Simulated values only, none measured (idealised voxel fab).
This is a process module. Its name is voxel transistor to metal.
The figure presents cross-section cut, which has a width of 150 nm and is divided into square cells with an edge length of 5 nm.
Think of the cross-section as a grid of square cells. We describe it in bands, top to bottom, and each band covers one or more rows of those cells. A band entry consists of two parts. The first gives the height of the band's top and the height of its bottom, in nm. The rest lists the band's materials from left to right, each with its width in nm. A single material labelled with the word "everywhere" fills the band from edge to edge, and the word "air" marks empty space. It should be noted that heights are counted from 0, beneath which the wafer as supplied is of one material throughout, and that the lowest band possesses no lower boundary but continues downward, as written in "top 0, no bottom". A two-number width, for instance "30->40", indicates that the width is equal to the first number in the top row of the band and to the second number in the bottom row, and that it changes by a constant amount per row of cells. "stayed the same", as given for a step, is the statement that not any cell of the cross-section underwent a change during that step. Any empty space of 8 cells or more lacking an open way to the top shows up in "Voids, enclosed" as width x height at distance, distance from the left edge, in nm. Read whatever lies past the settings on a step's line as the simulator's own remark about the step. overlay nm, on a step with a mask: how far to the right of its planned place the mask lay; to the left if negative.
## Steps in the process plan
1. RECEIVE [material Si]
2. OXIDIZE [depth nm 5]
3. CONFORMAL_DEP [material SiN] [thk nm 15]
4. MASKED_ETCH [tone cover] [mask id ACTIVE] [width nm 105] [etch materials SiN] [depth nm 15] [overlay nm 0]
5. MASKED_ETCH [tone cover] [mask id ACTIVE] [width nm 105] [etch materials SiO2] [depth nm 5] [overlay nm 0]
6. MASKED_ETCH [tone cover] [mask id ACTIVE] [width nm 105] [etch materials Si] [depth nm 35] [overlay nm -5]
7. OXIDIZE [depth nm 5]
8. FILL_DEP [material SiO2] [thk nm 5]
9. CMP [height nm 15]
10. SELECTIVE_ETCH [etch materials SiO2] [depth nm 10]
11. STRIP [etch materials SiN]
12. SELECTIVE_ETCH [etch materials SiO2] [depth nm 5]
13. OXIDIZE [depth nm 5]
14. DIRECTIONAL_DEP [material polySi] [thk nm 20]
15. DIRECTIONAL_DEP [material SiCN] [thk nm 10]
16. MASKED_ETCH [tone cover] [mask id GATE] [width nm 25] [etch materials SiCN] [depth nm 20] [overlay nm 0]
17. MASKED_ETCH [tone cover] [mask id GATE] [width nm 25] [etch materials polySi] [depth nm 30] [overlay nm 0]
18. CONFORMAL_DEP [material SiN] [thk nm 10]
19. DIRECTIONAL_ETCH [etch materials SiN] [depth nm 10]
20. DIRECTIONAL_ETCH [etch materials SiO2] [depth nm 5]
21. DIRECTIONAL_ETCH [etch materials Si] [depth nm 15]
22. EPI [material nSi] [thk nm 15]
23. FILL_DEP [material SiO2] [thk nm 10]
24. CMP [height nm 25]
25. DIRECTIONAL_DEP [material SiO2] [thk nm 15]
26. PATTERN [tone open] [mask id CONTACT] [material resist] [width nm 15] [pitch nm 80] [thk nm 15] [overlay nm 0]
27. DIRECTIONAL_ETCH [etch materials SiO2] [depth nm 50]
28. STRIP [etch materials resist]
29. CONFORMAL_DEP [material TiN] [thk nm 5]
30. FILL_DEP [material W] [thk nm 10]
31. CMP [height nm 40]
32. CONFORMAL_DEP [material SiN] [thk nm 5]
33. DIRECTIONAL_DEP [material lowk] [thk nm 25]
34. DIRECTIONAL_DEP [material aC] [thk nm 10]
35. PATTERN [tone open] [mask id METAL_1] [material resist] [width nm 15] [pitch nm 80] [thk nm 25] [overlay nm 0]
36. DIRECTIONAL_ETCH [etch materials aC] [depth nm 10]
37. STRIP [etch materials resist]
38. DIRECTIONAL_ETCH [etch materials lowk] [depth nm 25]
39. DIRECTIONAL_ETCH [etch materials SiN] [depth nm 5]
40. STRIP [etch materials aC]
41. CONFORMAL_DEP [material TiN] [thk nm 5]
42. FILL_DEP [material Cu] [thk nm 5]
43. CMP [height nm 70]
44. CONFORMAL_DEP [material SiN] [thk nm 5]
Among the wafers covered here, the point of difference is the overlay nm at step 6; their starting state is shared, and the plan presents the value of the first wafer.
## First of several wafers, received after step 1, in cross-section
> top 0, no bottom | Si everywhere
> Voids, enclosed: none
## Per wafer (row), end of module: delta in cells per material since receipt, (+) for gained, (-) for lost; closed voids after that
overlay nm -5, +10 Cu, -160 Si, +10 SiCN, +82 SiN, +239 SiO2, +62 TiN, +12 W, +120 lowk, +55 nSi, +20 polySi, Voids, enclosed: none
overlay nm 0, +10 Cu, -167 Si, +10 SiCN, +82 SiN, +247 SiO2, +68 TiN, +12 W, +120 lowk, +48 nSi, +20 polySi, Voids, enclosed: none
overlay nm 5, +10 Cu, -160 Si, +10 SiCN, +82 SiN, +239 SiO2, +62 TiN, +12 W, +120 lowk, +55 nSi, +20 polySi, Voids, enclosed: none
overlay nm 10, +10 Cu, -153 Si, +10 SiCN, +82 SiN, +232 SiO2, +62 TiN, +12 W, +120 lowk, +55 nSi, +20 polySi, Voids, enclosed: none
